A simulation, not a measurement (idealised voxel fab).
process module | voxel capacitor over wiring
Displayed cross-section: cut, width of 155 nm, square cells sized 5 nm.
Throughout this document, each cross-section is represented as a grid of square cells and is presented as a sequence of bands enumerated from the top downward, where a band comprises one or more rows of cells. Top, bottom (nm), then materials left to right with widths (nm); lone material tagged "edge to edge" fills the whole band edge to edge; "air" = empty space. We count height from 0. Below that, the starting wafer is all one material. The lowest band never ends at the bottom but goes on down; see "0 nm and below" for how that is written. The width entry "30 to 40" should be interpreted row by row: the top row of cells in the band takes the first number, the bottom row takes the second number, and the change between adjacent rows is uniform throughout. A step reported as "no modifications" is a step in which no cell of the cross-section changed. The label "Closed void table" introduces a list of the empty spaces, 8 cells or larger, that have no open way up to the top; each entry in it reads width x height at distance, where the distance is taken from the left edge and all three are stated in nm. If you see something after the settings on a step's line, that's the simulator's own remark about that step. overlay nm: mask right of planned place by this much (step with mask). Neg. = left.
Process steps (planned)
1 RECEIVE with material Si
2 CONFORMAL_DEP with material SiO2, thk nm 10
3 CONFORMAL_DEP with material SiN, thk nm 5
4 DIRECTIONAL_DEP with material SiO2, thk nm 25
5 DIRECTIONAL_DEP with material aC, thk nm 15
6 PATTERN with tone open, mask id METAL_1, material resist, width nm 20, pitch nm 85, thk nm 30, overlay nm 0
7 DIRECTIONAL_ETCH with etch materials aC, depth nm 15
8 STRIP with etch materials resist
9 DIRECTIONAL_ETCH with etch materials SiO2, depth nm 25
10 DIRECTIONAL_ETCH with etch materials SiN, depth nm 5
11 STRIP with etch materials aC
12 CONFORMAL_DEP with material TiN, thk nm 5
13 FILL_DEP with material Cu, thk nm 5
14 CMP with height nm 40
15 CONFORMAL_DEP with material SiCN, thk nm 5
16 DIRECTIONAL_DEP with material SiO2, thk nm 15
17 DIRECTIONAL_DEP with material aC, thk nm 15
18 PATTERN with tone open, mask id PLUG_1, material resist, width nm 15, thk nm 30, overlay nm 0
19 DIRECTIONAL_ETCH with etch materials aC, depth nm 15
20 STRIP with etch materials resist
21 DIRECTIONAL_ETCH with etch materials SiO2, depth nm 15
22 DIRECTIONAL_ETCH with etch materials SiCN, depth nm 5
23 STRIP with etch materials aC
24 EPI with material Ru, thk nm 10
25 EPI with material Ru, thk nm 10
26 DIRECTIONAL_DEP with material TiN, thk nm 10
27 DIRECTIONAL_DEP with material SiN, thk nm 5
28 DIRECTIONAL_DEP with material TiN, thk nm 5
29 PATTERN with tone cover, mask id UPPER_PLATE, material resist, width nm 70, thk nm 15, overlay nm 0
30 DIRECTIONAL_ETCH with etch materials TiN, depth nm 5
31 DIRECTIONAL_ETCH with etch materials SiN, depth nm 5
32 STRIP with etch materials resist
33 MASKED_ETCH with tone cover, mask id LOWER_PLATE, width nm 80, etch materials TiN, depth nm 10, overlay nm 0
34 FILL_DEP with material SiO2, thk nm 15
35 CMP with height nm 90
36 MASKED_ETCH with tone open, mask id PLUG_2, width nm 15, etch materials SiO2, depth nm 10, overlay nm 0
37 CONFORMAL_DEP with material TiN, thk nm 5
38 FILL_DEP with material Ru, thk nm 10
39 CMP with height nm 90
40 CONFORMAL_DEP with material SiCN, thk nm 5
On the first of the two wafers: run conducted according to plan
As-received state of the wafer in cross-section, equivalent to post-step 1
	0 nm and below: Si edge to edge
	Closed void table: none
Once step 2 is through, the wafer looks like this in cross-section
	10 nm to 0 nm: SiO2 edge to edge
	Under 0: no change, same as before.
Once step 3 is through, the wafer looks like this in cross-section
	15 nm to 10 nm: SiN edge to edge
	Under 10: no change, same as before.
Once step 4 is through, the wafer looks like this in cross-section
	40 nm to 15 nm: SiO2 edge to edge
	Under 15: no change, same as before.
Once step 5 is through, the wafer looks like this in cross-section
	55 nm to 40 nm: aC edge to edge
	Under 40: no change, same as before.
Once step 6 is through, the wafer looks like this in cross-section
	85 nm to 55 nm: 25 of resist, 20 of air, 65 of resist, 20 of air, 25 of resist
	Under 55: no change, same as before.
Once step 7 is through, the wafer looks like this in cross-section
	70 nm to 55 nm: 25 of resist, 20 of air, 65 of resist, 20 of air, 25 of resist
	55 nm to 40 nm: 25 of aC, 20 of air, 65 of aC, 20 of air, 25 of aC
	Under 40: no change, same as before.
Once step 8 is through, the wafer looks like this in cross-section
	55 nm to 40 nm: 25 of aC, 20 of air, 65 of aC, 20 of air, 25 of aC
	Under 40: no change, same as before.
Once step 9 is through, the wafer looks like this in cross-section
	55 nm to 40 nm: 25 of aC, 20 of air, 65 of aC, 20 of air, 25 of aC
	40 nm to 15 nm: 25 of SiO2, 20 of air, 65 of SiO2, 20 of air, 25 of SiO2
	Under 15: no change, same as before.
Once step 10 is through, the wafer looks like this in cross-section
	55 nm to 40 nm: 25 of aC, 20 of air, 65 of aC, 20 of air, 25 of aC
	40 nm to 15 nm: 25 of SiO2, 20 of air, 65 of SiO2, 20 of air, 25 of SiO2
	15 nm to 10 nm: 25 of SiN, 20 of air, 65 of SiN, 20 of air, 25 of SiN
	Under 10: no change, same as before.
Once step 11 is through, the wafer looks like this in cross-section
	40 nm to 15 nm: 25 of SiO2, 20 of air, 65 of SiO2, 20 of air, 25 of SiO2
	Under 15: no change, same as before.
Once step 12 is through, the wafer looks like this in cross-section
	45 nm to 40 nm: 30 of TiN, 10 of air, 75 of TiN, 10 of air, 30 of TiN
	40 nm to 15 nm: 25 of SiO2, 5 of TiN, 10 of air, 5 of TiN, 65 of SiO2, 5 of TiN, 10 of air, 5 of TiN, 25 of SiO2
	15 nm to 10 nm: 25 of SiN, 20 of TiN, 65 of SiN, 20 of TiN, 25 of SiN
	Under 10: no change, same as before.
Once step 13 is through, the wafer looks like this in cross-section
	50 nm to 45 nm: Cu edge to edge
	45 nm to 40 nm: 30 of TiN, 10 of Cu, 75 of TiN, 10 of Cu, 30 of TiN
	40 nm to 15 nm: 25 of SiO2, 5 of TiN, 10 of Cu, 5 of TiN, 65 of SiO2, 5 of TiN, 10 of Cu, 5 of TiN, 25 of SiO2
	Under 15: no change, same as before.
Once step 14 is through, the wafer looks like this in cross-section
	40 nm to 15 nm: 25 of SiO2, 5 of TiN, 10 of Cu, 5 of TiN, 65 of SiO2, 5 of TiN, 10 of Cu, 5 of TiN, 25 of SiO2
	Under 15: no change, same as before.
Once step 15 is through, the wafer looks like this in cross-section
	45 nm to 40 nm: SiCN edge to edge
	Under 40: no change, same as before.
Once step 16 is through, the wafer looks like this in cross-section
	60 nm to 45 nm: SiO2 edge to edge
	Under 45: no change, same as before.
Once step 17 is through, the wafer looks like this in cross-section
	75 nm to 60 nm: aC edge to edge
	Under 60: no change, same as before.
Once step 18 is through, the wafer looks like this in cross-section
	105 nm to 75 nm: 30 of resist, 15 of air, 110 of resist
	Under 75: no change, same as before.
Once step 19 is through, the wafer looks like this in cross-section
	90 nm to 75 nm: 30 of resist, 15 of air, 110 of resist
	75 nm to 60 nm: 30 of aC, 15 of air, 110 of aC
	Under 60: no change, same as before.
Once step 20 is through, the wafer looks like this in cross-section
	75 nm to 60 nm: 30 of aC, 15 of air, 110 of aC
	Under 60: no change, same as before.
Once step 21 is through, the wafer looks like this in cross-section
	75 nm to 60 nm: 30 of aC, 15 of air, 110 of aC
	60 nm to 45 nm: 30 of SiO2, 15 of air, 110 of SiO2
	Under 45: no change, same as before.
Once step 22 is through, the wafer looks like this in cross-section
	75 nm to 60 nm: 30 of aC, 15 of air, 110 of aC
	60 nm to 45 nm: 30 of SiO2, 15 of air, 110 of SiO2
	45 nm to 40 nm: 30 of SiCN, 15 of air, 110 of SiCN
	Under 40: no change, same as before.
Once step 23 is through, the wafer looks like this in cross-section
	60 nm to 45 nm: 30 of SiO2, 15 of air, 110 of SiO2
	Under 45: no change, same as before.
Once step 24 is through, the wafer looks like this in cross-section
	60 nm to 50 nm: 30 of SiO2, 15 of air, 110 of SiO2
	50 nm to 45 nm: 30 of SiO2, 15 of Ru, 110 of SiO2
	45 nm to 40 nm: 30 of SiCN, 15 of Ru, 110 of SiCN
	Under 40: no change, same as before.
Once step 25 is through, the wafer looks like this in cross-section
	60 nm to 45 nm: 30 of SiO2, 15 of Ru, 110 of SiO2
	Under 45: no change, same as before.
Once step 26 is through, the wafer looks like this in cross-section
	70 nm to 60 nm: TiN edge to edge
	Under 60: no change, same as before.
Once step 27 is through, the wafer looks like this in cross-section
	75 nm to 70 nm: SiN edge to edge
	Under 70: no change, same as before.
Once step 28 is through, the wafer looks like this in cross-section
	80 nm to 75 nm: TiN edge to edge
	Under 75: no change, same as before.
Once step 29 is through, the wafer looks like this in cross-section
	95 nm to 80 nm: 30 of air, 70 of resist, 55 of air
	Under 80: no change, same as before.
Once step 30 is through, the wafer looks like this in cross-section
	95 nm to 80 nm: 30 of air, 70 of resist, 55 of air
	80 nm to 75 nm: 30 of air, 70 of TiN, 55 of air
	Under 75: no change, same as before.
Once step 31 is through, the wafer looks like this in cross-section
	95 nm to 80 nm: 30 of air, 70 of resist, 55 of air
	80 nm to 75 nm: 30 of air, 70 of TiN, 55 of air
	75 nm to 70 nm: 30 of air, 70 of SiN, 55 of air
	Under 70: no change, same as before.
Once step 32 is through, the wafer looks like this in cross-section
	80 nm to 75 nm: 30 of air, 70 of TiN, 55 of air
	Under 75: no change, same as before.
Once step 33 is through, the wafer looks like this in cross-section
	80 nm to 75 nm: 30 of air, 70 of TiN, 55 of air
	75 nm to 70 nm: 30 of air, 70 of SiN, 55 of air
	70 nm to 60 nm: 25 of air, 80 of TiN, 50 of air
	Under 60: no change, same as before.
Once step 34 is through, the wafer looks like this in cross-section
	95 nm to 80 nm: SiO2 edge to edge
	80 nm to 75 nm: 30 of SiO2, 70 of TiN, 55 of SiO2
	75 nm to 70 nm: 30 of SiO2, 70 of SiN, 55 of SiO2
	70 nm to 60 nm: 25 of SiO2, 80 of TiN, 50 of SiO2
	Under 60: no change, same as before.
Once step 35 is through, the wafer looks like this in cross-section
	90 nm to 80 nm: SiO2 edge to edge
	Under 80: no change, same as before.
Once step 36 is through, the wafer looks like this in cross-section
	90 nm to 80 nm: 40 of SiO2, 15 of air, 100 of SiO2
	Under 80: no change, same as before.
Once step 37 is through, the wafer looks like this in cross-section
	95 nm to 90 nm: 45 of TiN, 5 of air, 105 of TiN
	90 nm to 85 nm: 40 of SiO2, 5 of TiN, 5 of air, 5 of TiN, 100 of SiO2
	85 nm to 75 nm: 40 to 30 of SiO2, 15 to 70 of TiN, 100 to 55 of SiO2
	Under 75: no change, same as before.
Once step 38 is through, the wafer looks like this in cross-section
	105 nm to 95 nm: Ru edge to edge
	95 nm to 90 nm: 45 of TiN, 5 of Ru, 105 of TiN
	90 nm to 85 nm: 40 of SiO2, 5 of TiN, 5 of Ru, 5 of TiN, 100 of SiO2
	Under 85: no change, same as before.
Once step 39 is through, the wafer looks like this in cross-section
	90 nm to 85 nm: 40 of SiO2, 5 of TiN, 5 of Ru, 5 of TiN, 100 of SiO2
	Under 85: no change, same as before.
Once step 40 is through, the wafer looks like this in cross-section
	95 nm to 90 nm: SiCN edge to edge
	Under 90: no change, same as before.
Second wafer, same starting state and plan as the first, one mistake in the run, identical through step 38
Second wafer, section view, time point: scheduled end of step 39: no modifications
Second wafer, section view, time point: scheduled end of step 40
	110 nm to 105 nm: SiCN edge to edge
	Under 105: no change, same as before.
Finding, execution versus plan: execution of step 39 of the plan did not take place, the step having been omitted
Final comparison by cell count, materials where the second wafer has more or fewer than the first: Ru +63 | TiN +30
